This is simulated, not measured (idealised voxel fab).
This section sets out a process module, namely voxel transistor to metal.
In the cross-section labelled cut, the width is 160 nm and each square cell is 5 nm.
This document writes a cross-section as a grid whose cells are square, and gives it as bands, listed from the top down; one or more rows of cells form a band.
In this notation a band is specified by the heights of its top and bottom, in that order and in nm, after which its materials appear from left to right, each paired with its width in nm. The word "full width" attached to a single material means that material fills the band from edge to edge; the word "air" stands for empty space.
Ref level 0: as-received wafer is one material below here. Bottom band extends down with no lower bound ("0..down").
The notation "30->40" denotes a width that varies across the rows of cells in the band, beginning at the first number in the top row, finishing at the second number in the bottom row, and changing by an identical amount from each row to the next.
"nothing different" (step): cross-section cells unchanged, all of them.
"Fully sealed cavities" - sealed voids, min. 8 cells, no opening to top; format: width x height at distance (distance from left edge; nm throughout).
That trailing text on a step's line, after the settings, is the simulator's own remark on the step.
overlay nm: mask right of planned place by this much (step with mask). Neg. = left.

Steps in the process plan
1 op RECEIVE | material Si
2 op OXIDIZE | depth nm 5
3 op CONFORMAL_DEP | material SiN | thk nm 15
4 op DIRECTIONAL_DEP | material aC | thk nm 10
5 op PATTERN | tone cover | mask id ACTIVE | material resist | width nm 125 | thk nm 25 | overlay nm 0
6 op DIRECTIONAL_ETCH | etch materials aC | depth nm 10
7 op STRIP | etch materials resist
8 op DIRECTIONAL_ETCH | etch materials SiN | depth nm 15
9 op DIRECTIONAL_ETCH | etch materials SiO2 | depth nm 5
10 op DIRECTIONAL_ETCH | etch materials Si | depth nm 20
11 op STRIP | etch materials aC
12 op FILL_DEP | material SiO2 | thk nm 5
13 op CMP | height nm 15
14 op SELECTIVE_ETCH | etch materials SiO2 | depth nm 15
15 op STRIP | etch materials SiN
16 op SELECTIVE_ETCH | etch materials SiO2 | depth nm 5
17 op OXIDIZE | depth nm 5
18 op DIRECTIONAL_DEP | material polySi | thk nm 25
19 op DIRECTIONAL_DEP | material SiCN | thk nm 15
20 op MASKED_ETCH | tone cover | mask id GATE | width nm 35 | etch materials SiCN | depth nm 25 | overlay nm 0
21 op MASKED_ETCH | tone cover | mask id GATE | width nm 35 | etch materials polySi | depth nm 35 | overlay nm 0
22 op CONFORMAL_DEP | material SiN | thk nm 5
23 op DIRECTIONAL_ETCH | etch materials SiN | depth nm 5
24 op DIRECTIONAL_ETCH | etch materials SiO2 | depth nm 5
25 op DIRECTIONAL_ETCH | etch materials Si | depth nm 15
26 op EPI | material pSi | thk nm 20
27 op FILL_DEP | material SiO2 | thk nm 10
28 op CMP | height nm 20
29 op STRIP | etch materials polySi
30 op SELECTIVE_ETCH | etch materials SiO2 | depth nm 5
31 op CONFORMAL_DEP | material HfO2 | thk nm 5
32 op CONFORMAL_DEP | material TiN | thk nm 5
33 op FILL_DEP | material W | thk nm 5
34 op CMP | height nm 15
35 op DIRECTIONAL_DEP | material SiO2 | thk nm 10
36 op DIRECTIONAL_DEP | material aC | thk nm 10
37 op PATTERN | tone open | mask id CONTACT | material resist | width nm 20 | pitch nm 95 | thk nm 25 | overlay nm 0
38 op DIRECTIONAL_ETCH | etch materials aC | depth nm 10
39 op STRIP | etch materials resist
40 op DIRECTIONAL_ETCH | etch materials SiO2 | depth nm 30
41 op STRIP | etch materials aC
42 op CONFORMAL_DEP | material TiN | thk nm 5
43 op FILL_DEP | material Ru | thk nm 5
44 op CMP | height nm 25
45 op DIRECTIONAL_DEP | material TiN | thk nm 5
46 op DIRECTIONAL_DEP | material W | thk nm 20
47 op MASKED_ETCH | tone cover | mask id METAL_1 | width nm 20 | pitch nm 95 | etch materials W | depth nm 20 | overlay nm 0
48 op MASKED_ETCH | tone cover | mask id METAL_1 | width nm 20 | pitch nm 95 | etch materials TiN | depth nm 5 | overlay nm 0
49 op CONFORMAL_DEP | material SiCN | thk nm 5
50 op FILL_DEP | material lowk | thk nm 10
51 op CMP | height nm 50
52 op CONFORMAL_DEP | material SiN | thk nm 5

Incoming wafer in cross-section (state: after step 1)
* 0..down: Si full width
* Fully sealed cavities: none

Post-module cross-section: identical start and plan to those above, one misstep in execution
* 55..50: SiN full width
* 50..30: 15 of lowk, 5 of SiCN, 20 of W, 5 of SiCN, 65 of lowk, 5 of SiCN, 20 of W, 5 of SiCN, 20 of lowk
* 30..25: 20 of SiCN, 20 of TiN, 75 of SiCN, 20 of TiN, 25 of SiCN
* 25..15: 20 of SiO2, 5 of TiN, 10 of Ru, 5 of TiN, 75 of SiO2, 5 of TiN, 10 of Ru, 5 of TiN, 25 of SiO2
* 15..0: 20 of SiO2, 5 of TiN, 10 of Ru, 5 of TiN, 15 of SiO2, 5 of SiN, 5 of HfO2, 5 of TiN, 15 of W, 5 of TiN, 5 of HfO2, 5 of SiN, 15 of SiO2, 5 of TiN, 10 of Ru, 5 of TiN, 25 of SiO2
* 0..-5: 20 of SiO2, 20 of TiN, 15 of SiO2, 5 of SiN, 5 of HfO2, 25 of TiN, 5 of HfO2, 5 of SiN, 15 of SiO2, 20 of TiN, 25 of SiO2
* -5..-10: 20 of pSi, 35 of SiO2, 45 of HfO2, 35 of SiO2, 25 of pSi
* -10..-25: 15 of pSi, 125 of SiO2, 20 of pSi
* -25..down: Si full width
* Fully sealed cavities: none
What went wrong in running the wafer? rather than as planned, step 5 actually ran as op PATTERN | tone open | mask id ACTIVE | material resist | width nm 125 | thk nm 25 | overlay nm 0
